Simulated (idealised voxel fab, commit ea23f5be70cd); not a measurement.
The following process module bears the name voxel ribs on slabs.
Shown is cross-section cut, with a width of 265 nm and square cells of size 5 nm.
Cross-section, as written here: a square-cell grid given band by band from the top down, where a band holds one or more rows of cells.
Look at the band entry: it leads with the top's height and the bottom's height in nm. Then it lists the materials left to right, with a width in nm for each. The word "edge to edge" on a single material says that material fills the band edge to edge. The word "air" is empty space.
Where do heights start? At 0: under that level the wafer as delivered is made of one material only. And the lowest band has no floor; it just carries on downward, as in "0..down".
The two numbers in a width such as "30..40" mark its ends across the band: the first belongs to the top row of cells, the second to the bottom row, and from each row to the next the width moves by the same amount.
"no modifications" after a step means that no cell of the cross-section changed.
Closed empty spaces (no open way to the top) of 8 cells or more are what "Listed closed voids" lists, each as width x height at distance from the left edge, nm for all three.
Post-settings text on a step line: simulator's own remark regarding the step.
Among the settings permitted on a step's line is "overlay nm"; applied to a step with a mask, it specifies the extent to which the mask lay to the right of its planned position, whereas a negative figure signifies a position to the left.

The steps planned for the process are as follows
1: RECEIVE | material Si
2: DIRECTIONAL_DEP | material SiO2 | thk nm 30
3: DIRECTIONAL_DEP | material SiN | thk nm 20
4: PATTERN | tone cover | mask id RIB | material resist | width nm 30 | thk nm 20 | overlay nm 0
5: DIRECTIONAL_ETCH | etch materials SiN | depth nm 15
6: STRIP | etch materials resist
7: MASKED_ETCH | tone cover | mask id SLAB | width nm 90 | etch materials SiN | depth nm 5 | overlay nm 0
8: FILL_DEP | material SiO2 | thk nm 25
9: CMP | height nm 65
10: DIRECTIONAL_DEP | material TiN | thk nm 10
11: MASKED_ETCH | tone cover | mask id HEATER | width nm 40 | etch materials TiN | depth nm 10 | overlay nm 0
12: CONFORMAL_DEP | material SiN | thk nm 5

Cross-section of the wafer upon arrival, representing the state reached after step 1
- 0..down | Si edge to edge
- Listed closed voids: none

Run as planned - first of the two wafers cross-sectioned at the end of the module
- 80..75 | air: 105  SiN: 50  air: 110
- 75..70 | air: 105  SiN: 5  TiN: 40  SiN: 5  air: 110
- 70..65 | SiN: 110  TiN: 40  SiN: 115
- 65..50 | SiO2 edge to edge
- 50..35 | SiO2: 115  SiN: 30  SiO2: 120
- 35..30 | SiO2: 85  SiN: 90  SiO2: 90
- 30..0 | SiO2 edge to edge
- 0..down | Si edge to edge
- Listed closed voids: none

Second of two wafers, module complete, sectioned: it shares the first wafer's start and plan but was run with one mistake
- 80..75 | air: 105  SiN: 50  air: 110
- 75..70 | air: 105  SiN: 5  TiN: 40  SiN: 5  air: 110
- 70..65 | SiN: 110  TiN: 40  SiN: 115
- 65..50 | SiO2 edge to edge
- 50..45 | SiO2: 85  SiN: 30  SiO2: 30  SiN: 30  SiO2: 90
- 45..35 | SiN: 115  SiO2: 30  SiN: 120
- 35..30 | SiN edge to edge
- 30..0 | SiO2 edge to edge
- 0..down | Si edge to edge
- Listed closed voids: none
Processing error: it should be noted that step 4 was executed with settings other than those planned, the operation and settings actually applied being PATTERN | tone open | mask id RIB | material resist | width nm 30 | thk nm 20 | overlay nm 0
Materials where the second wafer ends with more or fewer cells than the first: SiN: 123 more; SiO2: 123 fewer
